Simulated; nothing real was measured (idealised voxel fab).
process module | voxel released beams
cross-section cut | 160 nm wide | cells 5 nm
A cross-section is a grid of square cells, given in bands from the top down. A band is one or more rows of cells.
Each band's line starts with the height of the band's top and of its bottom, in nm. Then come its materials from left to right, each with its width in nm. One material with "throughout" fills the band from edge to edge. "air" is empty space.
Height 0 is the level under which the wafer as received is all one material. The lowest band goes on downwards, as in "0 down".
A width such as "30 to 40" changes by the same amount from each row of cells to the next, from the band's top row to its bottom row.
"no change" after a step means that no cell of the cross-section changed.
closed voids: empty space of 8 cells or more with no open way to the top, each as width x height at its distance from the left edge, in nm
after a step's settings: what the simulator itself notes on the step
overlay nm, on a step with a mask: how far to the right of its planned place the mask lay; to the left if negative
plan
1 op RECEIVE | material Si
2 op CONFORMAL_DEP | material Al2O3 | thk nm 10
3 op DIRECTIONAL_DEP | material SiO2 | thk nm 10
4 op PATTERN | tone open | mask id ANCHOR | material resist | width nm 30 | thk nm 15 | overlay nm 0
5 op DIRECTIONAL_ETCH | etch materials SiO2 | depth nm 10
6 op STRIP | etch materials resist
7 op CONFORMAL_DEP | material SiN | thk nm 10
8 op DIRECTIONAL_DEP | material aC | thk nm 15
9 op PATTERN | tone cover | mask id BEAM | material resist | width nm 95 | thk nm 30 | overlay nm 0
10 op DIRECTIONAL_ETCH | etch materials aC | depth nm 15
11 op STRIP | etch materials resist
12 op DIRECTIONAL_ETCH | etch materials SiN | depth nm 10
13 op STRIP | etch materials aC
14 op STRIP | etch materials SiO2
first wafer, as planned
as received, after step 1
  0 down: Si throughout
  closed voids: none
after step 2
  10 to 0: Al2O3 throughout
  below 0: unchanged
after step 3
  20 to 10: SiO2 throughout
  below 10: unchanged
after step 4
  35 to 20: resist 35 | air 30 | resist 95
  below 20: unchanged
after step 5
  35 to 20: resist 35 | air 30 | resist 95
  20 to 10: SiO2 35 | air 30 | SiO2 95
  below 10: unchanged
after step 6
  20 to 10: SiO2 35 | air 30 | SiO2 95
  below 10: unchanged
after step 7
  30 to 20: SiN 45 | air 10 | SiN 105
  20 to 10: SiO2 35 | SiN 30 | SiO2 95
  below 10: unchanged
after step 8
  45 to 35: aC 45 | air 10 | aC 105
  35 to 30: aC throughout
  30 to 20: SiN 45 | aC 10 | SiN 105
  below 20: unchanged
after step 9
  75 to 45: air 30 | resist 95 | air 35
  45 to 35: aC 45 | resist 10 | aC 105
  below 35: unchanged
after step 10
  60 to 45: air 30 | resist 95 | air 35
  45 to 35: air 30 | aC 15 | resist 10 | aC 70 | air 35
  35 to 30: air 30 | aC 95 | air 35
  below 30: unchanged
after step 11
  45 to 35: air 30 | aC 15 | air 10 | aC 70 | air 35
  below 35: unchanged
after step 12
  45 to 35: air 30 | aC 15 | air 10 | aC 70 | air 35
  35 to 30: air 30 | aC 95 | air 35
  30 to 20: air 30 | SiN 15 | aC 10 | SiN 70 | air 35
  below 20: unchanged
after step 13
  30 to 20: air 30 | SiN 15 | air 10 | SiN 70 | air 35
  below 20: unchanged
after step 14
  30 to 20: air 30 | SiN 15 | air 10 | SiN 70 | air 35
  20 to 10: air 35 | SiN 30 | air 95
  below 10: unchanged
second wafer: like start, like plan, one mistake. Through step 1 it matches the first wafer
when step 2 should have ended: no change
when step 3 should have ended
  10 to 0: SiO2 throughout
  below 0: unchanged
when step 4 should have ended
  25 to 10: resist 35 | air 30 | resist 95
  below 10: unchanged
when step 5 should have ended
  25 to 10: resist 35 | air 30 | resist 95
  10 to 0: SiO2 35 | air 30 | SiO2 95
  below 0: unchanged
when step 6 should have ended
  10 to 0: SiO2 35 | air 30 | SiO2 95
  below 0: unchanged
when step 7 should have ended
  20 to 10: SiN 45 | air 10 | SiN 105
  10 to 0: SiO2 35 | SiN 30 | SiO2 95
  below 0: unchanged
when step 8 should have ended
  35 to 25: aC 45 | air 10 | aC 105
  25 to 20: aC throughout
  20 to 10: SiN 45 | aC 10 | SiN 105
  below 10: unchanged
when step 9 should have ended
  65 to 35: air 30 | resist 95 | air 35
  35 to 25: aC 45 | resist 10 | aC 105
  below 25: unchanged
when step 10 should have ended
  50 to 35: air 30 | resist 95 | air 35
  35 to 25: air 30 | aC 15 | resist 10 | aC 70 | air 35
  25 to 20: air 30 | aC 95 | air 35
  below 20: unchanged
when step 11 should have ended
  35 to 25: air 30 | aC 15 | air 10 | aC 70 | air 35
  below 25: unchanged
when step 12 should have ended
  35 to 25: air 30 | aC 15 | air 10 | aC 70 | air 35
  25 to 20: air 30 | aC 95 | air 35
  20 to 10: air 30 | SiN 15 | aC 10 | SiN 70 | air 35
  below 10: unchanged
when step 13 should have ended
  20 to 10: air 30 | SiN 15 | air 10 | SiN 70 | air 35
  below 10: unchanged
when step 14 should have ended
  20 to 10: air 30 | SiN 15 | air 10 | SiN 70 | air 35
  10 to 0: air 35 | SiN 30 | air 95
  below 0: unchanged
what went wrong: step 2 was left out
at the end the second wafer has, in cells: 64 fewer of Al2O3
